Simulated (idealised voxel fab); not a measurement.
This is a process module. Its name is voxel air gaps.
Xsec cut, 210 nm wide, square cell size 5 nm.
A cross-section in this document is a grid of square cells, and it is written down as bands, the top band listed before the ones below it; a band is made up of one or more rows of cells. Band entry format. Leading values: height of top, height of bottom, nm. Remainder: materials in left-to-right order, each with its width in nm. Special words: "full width" on a single material, which then fills the band edge to edge; "empty", empty space. Height is counted from the level 0, under which the received wafer is composed throughout of one material. The lowest of the bands is not closed at the bottom but continues downward, in the notation "top 0, no bottom". A two-number width, for instance "30->40", indicates that the width is equal to the first number in the top row of the band and to the second number in the bottom row, and that it changes by a constant amount per row of cells. You'll sometimes find "left unchanged" written for a step, and that's the way of saying that nowhere in the cross-section did a cell change during that step. In "Cavities, sealed" the enclosed voids are listed, meaning empty spaces of 8 cells or larger without any opening to the top. The form is width x height at distance, distance from the left edge, units nm. On each step's line, the part that comes after the settings is the simulator's own comment on the step. A step's line can hold "overlay nm"; with a mask on that step, the setting says how far right of the planned place the mask lay, while a negative setting says it lay to the left.
Process steps foreseen in the plan:
step 1: RECEIVE: material Si
step 2: CONFORMAL_DEP: material SiO2, thk nm 10
step 3: CONFORMAL_DEP: material SiCN, thk nm 5
step 4: DIRECTIONAL_DEP: material lowk, thk nm 35
step 5: DIRECTIONAL_DEP: material aC, thk nm 15
step 6: PATTERN: tone open, mask id LINES, material resist, width nm 15, pitch nm 45, thk nm 35, overlay nm 0
step 7: DIRECTIONAL_ETCH: etch materials aC, depth nm 15
step 8: STRIP: etch materials resist
step 9: DIRECTIONAL_ETCH: etch materials lowk, depth nm 35
step 10: STRIP: etch materials aC
step 11: CONFORMAL_DEP: material TiN, thk nm 5
step 12: FILL_DEP: material W, thk nm 10
step 13: CMP: height nm 50
step 14: EPI: material Ru, thk nm 10
step 15: SELECTIVE_ETCH: etch materials lowk, depth nm 45
step 16: CONFORMAL_DEP: material SiCN, thk nm 5
All wafers enter the flow in the same state. The width nm at step 6 differs from wafer to wafer, and the plan gives the value for the first wafer.
Cross-section of the first incoming wafer of several, state after step 1:
	top 0, no bottom: Si full width
	Cavities, sealed: none
First of several wafers: cross-section at the end of the module, after step 16, its last step:
	top 65, bottom 60: 35 empty, then 135 SiCN, then 40 empty
	top 60, bottom 50: 35 empty, then 5 SiCN, then 35 Ru, then 10 SiCN, then 35 Ru, then 10 SiCN, then 35 Ru, then 5 SiCN, then 40 empty
	top 50, bottom 45: 35 empty, then 15 SiCN, then 5 TiN, then 5 W, then 5 TiN, then 30 SiCN, then 5 TiN, then 5 W, then 5 TiN, then 30 SiCN, then 5 TiN, then 5 W, then 5 TiN, then 15 SiCN, then 40 empty
	top 45, bottom 20: 45 empty, then 5 SiCN, then 5 TiN, then 5 W, then 5 TiN, then 5 SiCN, then 20 empty, then 5 SiCN, then 5 TiN, then 5 W, then 5 TiN, then 5 SiCN, then 20 empty, then 5 SiCN, then 5 TiN, then 5 W, then 5 TiN, then 5 SiCN, then 50 empty
	top 20, bottom 15: 50 SiCN, then 15 TiN, then 30 SiCN, then 15 TiN, then 30 SiCN, then 15 TiN, then 55 SiCN
	top 15, bottom 10: SiCN full width
	top 10, bottom 0: SiO2 full width
	top 0, no bottom: Si full width
	Cavities, sealed: 20 x 25 at 70; 20 x 25 at 115
At the end of the module, the last of several wafers in cross-section:
	top 65, bottom 60: 30 empty, then 150 SiCN, then 30 empty
	top 60, bottom 50: 30 empty, then 5 SiCN, then 140 Ru, then 5 SiCN, then 30 empty
	top 50, bottom 45: 30 empty, then 15 SiCN, then 5 TiN, then 20 W, then 5 TiN, then 15 lowk, then 5 TiN, then 20 W, then 5 TiN, then 15 lowk, then 5 TiN, then 20 W, then 5 TiN, then 15 SiCN, then 30 empty
	top 45, bottom 20: 40 empty, then 5 SiCN, then 5 TiN, then 20 W, then 5 TiN, then 15 lowk, then 5 TiN, then 20 W, then 5 TiN, then 15 lowk, then 5 TiN, then 20 W, then 5 TiN, then 5 SiCN, then 40 empty
	top 20, bottom 15: 45 SiCN, then 30 TiN, then 15 lowk, then 30 TiN, then 15 lowk, then 30 TiN, then 45 SiCN
	top 15, bottom 10: SiCN full width
	top 10, bottom 0: SiO2 full width
	top 0, no bottom: Si full width
	Cavities, sealed: none
Quick key for the table: a row per wafer, taken at the end of the module. For each material it tells you how many cells the wafer gained (+) or lost (-) since it came in, and the closed voids come after:
width nm 15; +42 Ru; +162 SiCN; +84 SiO2; +45 TiN; +18 W; Cavities, sealed: 20 x 25 at 70; 20 x 25 at 115
width nm 20; +48 Ru; +154 SiCN; +84 SiO2; +48 TiN; +36 W; Cavities, sealed: 15 x 25 at 75; 15 x 25 at 120
width nm 25; +54 Ru; +110 SiCN; +84 SiO2; +51 TiN; +54 W; +56 lowk; Cavities, sealed: none
width nm 30; +56 Ru; +110 SiCN; +84 SiO2; +54 TiN; +72 W; +42 lowk; Cavities, sealed: none
